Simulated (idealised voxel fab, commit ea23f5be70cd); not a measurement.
Process module name: voxel tone inversion
Section cut is 190 nm wide and gridded with 5 nm square cells.
For the purposes of this document, a cross-section shall be understood as a grid of square cells, specified as bands listed in top-to-bottom order, each band consisting of one or more rows of cells.
Read a band's entry like this: the first values are the height of its top and the height of its bottom in nm, and what follows is the sequence of materials from left to right, each with its width in nm. Note that "blank" is empty space, and that a single material marked "throughout" reaches across the band from edge to edge.
Ref level 0: as-received wafer is one material below here. Bottom band extends down with no lower bound ("from 0 down").
Width "30 to 40": first value at the band's top row of cells, second value at its bottom row, equal change from row to row.
"no change" means the step left every cell of the cross-section as it was.
Each empty space that has no open way to the top and spans at least 8 cells appears under "closed voids" as width x height at distance, the distance counted from the left edge, all in nm.
Heads up: the bit after the settings on a step's line is the simulator's remark on that step.
A step line may carry the setting "overlay nm", which, for steps involving a mask, states the distance by which the mask lay to the right of its intended position; negative values denote displacement to the left.
### Below is the list of planned process steps
- 1: RECEIVE [material Si]
- 2: CONFORMAL_DEP [material SiCN] [thk nm 10]
- 3: DIRECTIONAL_DEP [material polySi] [thk nm 25]
- 4: PATTERN [tone cover] [mask id POSTS] [material resist] [width nm 25] [pitch nm 40] [thk nm 35] [overlay nm 0]
- 5: DIRECTIONAL_ETCH [etch materials polySi] [depth nm 25]
- 6: STRIP [etch materials resist]
- 7: FILL_DEP [material lowk] [thk nm 5]
- 8: CMP [height nm 35]
- 9: STRIP [etch materials polySi]
- 10: CONFORMAL_DEP [material TiN] [thk nm 5]
- 11: FILL_DEP [material W] [thk nm 5]
- 12: CMP [height nm 35]
- 13: CONFORMAL_DEP [material SiCN] [thk nm 5]
### The cross-section here shows the wafer as received, i.e. in its state after step 1
from 0 down  Si throughout
closed voids: none
### First of two wafers, end-of-module section, run followed plan
from 40 to 35  SiCN throughout
from 35 to 15  40 of lowk, 5 of TiN, 15 of W, 5 of TiN, 15 of lowk, 5 of TiN, 15 of W, 5 of TiN, 15 of lowk, 5 of TiN, 15 of W, 5 of TiN, 45 of lowk
from 15 to 10  40 of lowk, 25 of TiN, 15 of lowk, 25 of TiN, 15 of lowk, 25 of TiN, 45 of lowk
from 10 to 0  SiCN throughout
from 0 down  Si throughout
closed voids: none
### Now the second wafer, cross-sectioned at the end of the module. Nothing different at the start, nothing different in the plan compared with the first, just one mistake when it was actually run
from 40 to 35  SiCN throughout
from 35 to 15  45 of lowk, 5 of TiN, 10 of W, 5 of TiN, 20 of lowk, 5 of TiN, 10 of W, 5 of TiN, 20 of lowk, 5 of TiN, 10 of W, 5 of TiN, 45 of lowk
from 15 to 10  45 of lowk, 20 of TiN, 20 of lowk, 20 of TiN, 20 of lowk, 20 of TiN, 45 of lowk
from 10 to 0  SiCN throughout
from 0 down  Si throughout
closed voids: none
Which mistake was made when the wafer was run? step 4 changed vs plan, executed as PATTERN [tone cover] [mask id POSTS] [material resist] [width nm 20] [pitch nm 40] [thk nm 35] [overlay nm 0]
Wafer comparison, final, in cells, second relative to first, materials more or fewer: 3 fewer of TiN; 12 fewer of W; 15 more of lowk
